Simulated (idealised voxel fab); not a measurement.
process module | voxel fin reveal
cross-section cut | 295 nm wide | cells 5 nm
A cross-section is a grid of square cells, given in bands from the top down. A band is one or more rows of cells.
Each band's line starts with the height of the band's top and of its bottom, in nm. Then come its materials from left to right, each with its width in nm. One material with "throughout" fills the band from edge to edge. "air" is empty space.
Height 0 is the level under which the wafer as received is all one material. The lowest band goes on downwards, as in "0 down".
A width such as "30 to 40" changes by the same amount from each row of cells to the next, from the band's top row to its bottom row.
"no change" after a step means that no cell of the cross-section changed.
closed voids: empty space of 8 cells or more with no open way to the top, each as width x height at its distance from the left edge, in nm
after a step's settings: what the simulator itself notes on the step
overlay nm, on a step with a mask: how far to the right of its planned place the mask lay; to the left if negative
plan
1 op RECEIVE | material Si
2 op CONFORMAL_DEP | material SiN | thk nm 5
3 op MASKED_ETCH | tone cover | mask id FINS | width nm 15 | pitch nm 45 | etch materials SiN | depth nm 5 | overlay nm 0
4 op MASKED_ETCH | tone cover | mask id FINS | width nm 15 | pitch nm 45 | etch materials Si | depth nm 30 | overlay nm 0
5 op OXIDIZE | depth nm 5
6 op FILL_DEP | material SiO2 | thk nm 5
7 op CMP | height nm 5
8 op SELECTIVE_ETCH | etch materials SiO2 | depth nm 25
9 op STRIP | etch materials SiN
as received, after step 1
  0 down: Si throughout
  closed voids: none
a wafer at the end: this start, this plan, one mistake
  0 to -30: air 100 | Si 5 | air 40 | Si 5 | air 40 | Si 5 | air 100
  -30 to -35: SiO2 100 | Si 5 | SiO2 40 | Si 5 | SiO2 40 | Si 5 | SiO2 100
  -35 down: Si throughout
  closed voids: none
what went wrong: step 8 ran as: op SELECTIVE_ETCH | etch materials SiO2 | depth nm 35
